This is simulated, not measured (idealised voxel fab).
Herein follows the process module entitled voxel transistor to metal.
Shown is cross-section cut, with a width of 155 nm and square cells of size 5 nm.
Think of the cross-section as a grid of square cells. We describe it in bands, top to bottom, and each band covers one or more rows of those cells. Band: top and bottom heights (nm) first, top before bottom; then materials from left to right, widths in nm. "edge to edge" marks a sole material filling the band edge to edge. "empty" denotes empty space. Heads up on the height convention: 0 is the point under which the incoming wafer is all one material, and the lowest band has no bottom, it just keeps going down, like "0..down". Think of "30->40" as a width that walks from the first number to the second as you go down the band, top row to bottom row, taking equal-sized steps from row to row. You'll sometimes find "nothing changed" written for a step, and that's the way of saying that nowhere in the cross-section did a cell change during that step. This entry, "Sealed internal voids", enumerates those empty regions of no fewer than 8 cells that possess no open connection to the top. Each region is reported in the form width x height at distance, the distance being taken from the left edge, with all three quantities expressed in nm. Read whatever lies past the settings on a step's line as the simulator's own remark about the step. What "overlay nm" on a step's line means: if the step has a mask, that mask lay this far to the right of its planned place, or, when the value is negative, to the left.
PLANNED STEP LIST FOR THE PROCESS
1. RECEIVE | material Si
2. OXIDIZE | depth nm 5
3. CONFORMAL_DEP | material SiN | thk nm 10
4. PATTERN | tone cover | mask id ACTIVE | material resist | width nm 100 | thk nm 20 | overlay nm 0
5. DIRECTIONAL_ETCH | etch materials SiN | depth nm 10
6. DIRECTIONAL_ETCH | etch materials SiO2 | depth nm 5
7. DIRECTIONAL_ETCH | etch materials Si | depth nm 20
8. STRIP | etch materials resist
9. OXIDIZE | depth nm 5
10. FILL_DEP | material SiO2 | thk nm 5
11. CMP | height nm 10
12. SELECTIVE_ETCH | etch materials SiO2 | depth nm 10
13. STRIP | etch materials SiN
14. SELECTIVE_ETCH | etch materials SiO2 | depth nm 5
15. OXIDIZE | depth nm 5
16. DIRECTIONAL_DEP | material polySi | thk nm 20
17. DIRECTIONAL_DEP | material SiCN | thk nm 10
18. PATTERN | tone cover | mask id GATE | material resist | width nm 20 | thk nm 20 | overlay nm 0
19. DIRECTIONAL_ETCH | etch materials SiCN | depth nm 20
20. DIRECTIONAL_ETCH | etch materials polySi | depth nm 30
21. STRIP | etch materials resist
22. CONFORMAL_DEP | material SiN | thk nm 5
23. DIRECTIONAL_ETCH | etch materials SiN | depth nm 5
24. DIRECTIONAL_ETCH | etch materials SiO2 | depth nm 5
25. DIRECTIONAL_ETCH | etch materials Si | depth nm 5
26. EPI | material pSi | thk nm 5
27. FILL_DEP | material SiO2 | thk nm 10
28. CMP | height nm 25
29. DIRECTIONAL_DEP | material SiO2 | thk nm 15
30. PATTERN | tone open | mask id CONTACT | material resist | width nm 30 | pitch nm 60 | thk nm 15 | overlay nm 0
31. DIRECTIONAL_ETCH | etch materials SiO2 | depth nm 50
32. STRIP | etch materials resist
33. CONFORMAL_DEP | material TiN | thk nm 5
34. FILL_DEP | material Ru | thk nm 10
35. CMP | height nm 40
36. CONFORMAL_DEP | material SiCN | thk nm 5
37. DIRECTIONAL_DEP | material SiO2 | thk nm 20
38. DIRECTIONAL_DEP | material aC | thk nm 10
39. PATTERN | tone open | mask id METAL_1 | material resist | width nm 20 | pitch nm 70 | thk nm 25 | overlay nm 0
40. DIRECTIONAL_ETCH | etch materials aC | depth nm 10
41. STRIP | etch materials resist
42. DIRECTIONAL_ETCH | etch materials SiO2 | depth nm 20
43. DIRECTIONAL_ETCH | etch materials SiCN | depth nm 5
44. STRIP | etch materials aC
45. CONFORMAL_DEP | material TiN | thk nm 5
46. FILL_DEP | material Ru | thk nm 10
47. CMP | height nm 65
48. EPI | material Ru | thk nm 5
49. FILL_DEP | material SiCN | thk nm 5
50. DIRECTIONAL_DEP | material lowk | thk nm 30
51. MASKED_ETCH | tone open | mask id METAL_2 | width nm 20 | pitch nm 70 | etch materials lowk | depth nm 15 | overlay nm 0
52. MASKED_ETCH | tone open | mask id METAL_2_HOLES | width nm 15 | pitch nm 70 | etch materials lowk | depth nm 15 | overlay nm 0
53. MASKED_ETCH | tone open | mask id METAL_2_HOLES | width nm 15 | pitch nm 70 | etch materials SiCN | depth nm 5 | overlay nm 0
54. CONFORMAL_DEP | material TiN | thk nm 5
55. FILL_DEP | material Ru | thk nm 10
56. CMP | height nm 105
57. CONFORMAL_DEP | material SiN | thk nm 5
CROSS-SECTION OF THE WAFER AS IT CAME TO US, I.E., ALREADY THROUGH STEP 1
  0..down | Si edge to edge
  Sealed internal voids: none
THE FOLLOWING CROSS-SECTION DEPICTS THE WAFER UPON CONCLUSION OF THE MODULE. PROCESSING COMMENCED FROM THE STARTING CONDITION ILLUSTRATED ABOVE AND ADHERED TO THE PLAN ILLUSTRATED ABOVE, SAVE FOR ONE MISTAKE IN EXECUTION
  110..105 | SiN edge to edge
  105..95 | lowk: 30, then TiN: 5, then Ru: 10, then TiN: 5, then lowk: 50, then TiN: 5, then Ru: 10, then TiN: 5, then lowk: 35
  95..90 | lowk: 30, then TiN: 5, then Ru: 5, then TiN: 10, then lowk: 50, then TiN: 5, then Ru: 5, then TiN: 10, then lowk: 35
  90..75 | lowk: 30, then TiN: 5, then Ru: 5, then TiN: 5, then lowk: 55, then TiN: 5, then Ru: 5, then TiN: 5, then lowk: 40
  75..70 | SiCN: 30, then TiN: 15, then SiCN: 55, then TiN: 15, then SiCN: 40
  70..65 | SiCN: 25, then Ru: 30, then SiCN: 40, then Ru: 30, then SiCN: 30
  65..45 | SiO2: 30, then TiN: 5, then Ru: 10, then TiN: 5, then SiO2: 50, then TiN: 5, then Ru: 10, then TiN: 5, then SiO2: 35
  45..40 | SiCN: 30, then TiN: 20, then SiCN: 50, then TiN: 20, then SiCN: 35
  40..25 | SiO2: 30, then TiN: 5, then Ru: 20, then TiN: 5, then SiO2: 30, then TiN: 5, then Ru: 20, then TiN: 5, then SiO2: 35
  25..15 | SiO2: 30, then TiN: 5, then Ru: 20, then TiN: 5, then SiN: 5, then SiCN: 20, then SiN: 5, then TiN: 5, then Ru: 20, then TiN: 5, then SiO2: 35
  15..0 | SiO2: 30, then TiN: 5, then Ru: 20, then TiN: 5, then SiN: 5, then polySi: 20, then SiN: 5, then TiN: 5, then Ru: 20, then TiN: 5, then SiO2: 35
  0..-5 | SiO2: 30, then TiN: 5, then Ru: 15, then TiN: 10, then SiN: 5, then polySi: 20, then SiN: 5, then TiN: 10, then Ru: 15, then TiN: 5, then SiO2: 35
  -5..-10 | SiO2: 30, then TiN: 25, then pSi: 5, then SiO2: 30, then pSi: 5, then TiN: 25, then SiO2: 35
  -10..-15 | SiO2: 30, then pSi: 30, then Si: 30, then pSi: 30, then SiO2: 35
  -15..-50 | SiO2: 30, then Si: 90, then SiO2: 35
  -50..down | Si edge to edge
  Sealed internal voids: none
Short version of what went wrong: step 7 of the plan was executed twice over
